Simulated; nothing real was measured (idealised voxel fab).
The following is a process module called voxel self aligned vias.
Each square cell in cross-section cut measures 5 nm, and the section as a whole is 225 nm wide.
Each cross-section below is a grid of square cells, stated as bands in top-down order, with one or more rows of cells making up each band. In this notation a band is specified by the heights of its top and bottom, in that order and in nm, after which its materials appear from left to right, each paired with its width in nm. The word "edge to edge" attached to a single material means that material fills the band from edge to edge; the word "blank" stands for empty space. Height reference: 0 = level under which incoming wafer is all one material. Lowest band: no bottom, runs on downward, e.g. "from 0 down". With a width like "30..40", each row of cells in the band differs from the next by the same amount, the top row carrying the first number and the bottom row the second. Reading "everything unchanged" for a step: not a cell of the cross-section changed in it. "Completely sealed voids" lists enclosed empty spaces (at least 8 cells, no open path upward to the top), each as width x height at distance from the left edge, in nm. Whatever follows a step's settings on its line is a remark the simulator itself makes about that step. overlay nm: for a step with a mask, the amount by which the mask lay right of where it was planned; a negative amount means left of it.

## Intended process steps
- 1: RECEIVE: material Si
- 2: CONFORMAL_DEP: material SiO2, thk nm 10
- 3: CONFORMAL_DEP: material SiCN, thk nm 5
- 4: DIRECTIONAL_DEP: material SiO2, thk nm 20
- 5: PATTERN: tone open, mask id LINES, material resist, width nm 30, pitch nm 65, thk nm 15, overlay nm 0
- 6: DIRECTIONAL_ETCH: etch materials SiO2, depth nm 20
- 7: STRIP: etch materials resist
- 8: CONFORMAL_DEP: material TiN, thk nm 5
- 9: FILL_DEP: material Ru, thk nm 10
- 10: CMP: height nm 35
- 11: SELECTIVE_ETCH: etch materials W Ru TiN, depth nm 5
- 12: FILL_DEP: material SiN, thk nm 5
- 13: CMP: height nm 35
- 14: DIRECTIONAL_DEP: material SiO2, thk nm 15
- 15: PATTERN: tone open, mask id VIAS, material resist, width nm 40, pitch nm 65, thk nm 15, overlay nm 0
- 16: DIRECTIONAL_ETCH: etch materials SiO2, depth nm 15
- 17: DIRECTIONAL_ETCH: etch materials SiN, depth nm 5
- 18: STRIP: etch materials resist
- 19: CONFORMAL_DEP: material TiN, thk nm 5
- 20: FILL_DEP: material Cu, thk nm 5
- 21: CMP: height nm 50
- 22: CONFORMAL_DEP: material SiCN, thk nm 5

## This is the cross-section of the wafer as we received it, i.e. after step 1
- from 0 down | Si edge to edge
- Completely sealed voids: none

## First of two wafers at the end of the module, shown in cross-section; run carried out as planned
- from 55 to 50 | SiCN edge to edge
- from 50 to 40 | SiO2 25, then TiN 5, then Cu 30, then TiN 5, then SiO2 25, then TiN 5, then Cu 30, then TiN 5, then SiO2 25, then TiN 5, then Cu 30, then TiN 5, then SiO2 30
- from 40 to 35 | SiO2 25, then TiN 10, then Cu 20, then TiN 10, then SiO2 25, then TiN 10, then Cu 20, then TiN 10, then SiO2 25, then TiN 10, then Cu 20, then TiN 10, then SiO2 30
- from 35 to 30 | SiO2 30, then TiN 30, then SiO2 35, then TiN 30, then SiO2 35, then TiN 30, then SiO2 35
- from 30 to 20 | SiO2 30, then TiN 5, then Ru 20, then TiN 5, then SiO2 35, then TiN 5, then Ru 20, then TiN 5, then SiO2 35, then TiN 5, then Ru 20, then TiN 5, then SiO2 35
- from 20 to 15 | SiO2 30, then TiN 30, then SiO2 35, then TiN 30, then SiO2 35, then TiN 30, then SiO2 35
- from 15 to 10 | SiCN edge to edge
- from 10 to 0 | SiO2 edge to edge
- from 0 down | Si edge to edge
- Completely sealed voids: none

## Cross-sectional view of the second of two wafers upon completion of the module. This wafer shared its starting condition and process plan with the first; one error was made during its execution
- from 55 to 50 | SiCN edge to edge
- from 50 to 40 | SiO2 25, then TiN 5, then Cu 30, then TiN 5, then SiO2 25, then TiN 5, then Cu 30, then TiN 5, then SiO2 25, then TiN 5, then Cu 30, then TiN 5, then SiO2 30
- from 40 to 35 | SiO2 25, then TiN 15, then Cu 10, then TiN 15, then SiO2 25, then TiN 15, then Cu 10, then TiN 15, then SiO2 25, then TiN 15, then Cu 10, then TiN 15, then SiO2 30
- from 35 to 30 | SiO2 35, then TiN 20, then SiO2 45, then TiN 20, then SiO2 45, then TiN 20, then SiO2 40
- from 30 to 20 | SiO2 35, then Ru 20, then SiO2 45, then Ru 20, then SiO2 45, then Ru 20, then SiO2 40
- from 20 to 15 | SiO2 edge to edge
- from 15 to 10 | SiCN edge to edge
- from 10 to 0 | SiO2 edge to edge
- from 0 down | Si edge to edge
- Completely sealed voids: none
Here's what went sideways: so step 8 ended up running with a different setting than we planned, it ran as CONFORMAL_DEP: material SiO2, thk nm 5
Counted in cells at the end, the second wafer holds more or fewer of these materials than the first: 6 fewer of Cu; 36 more of SiO2; 30 fewer of TiN
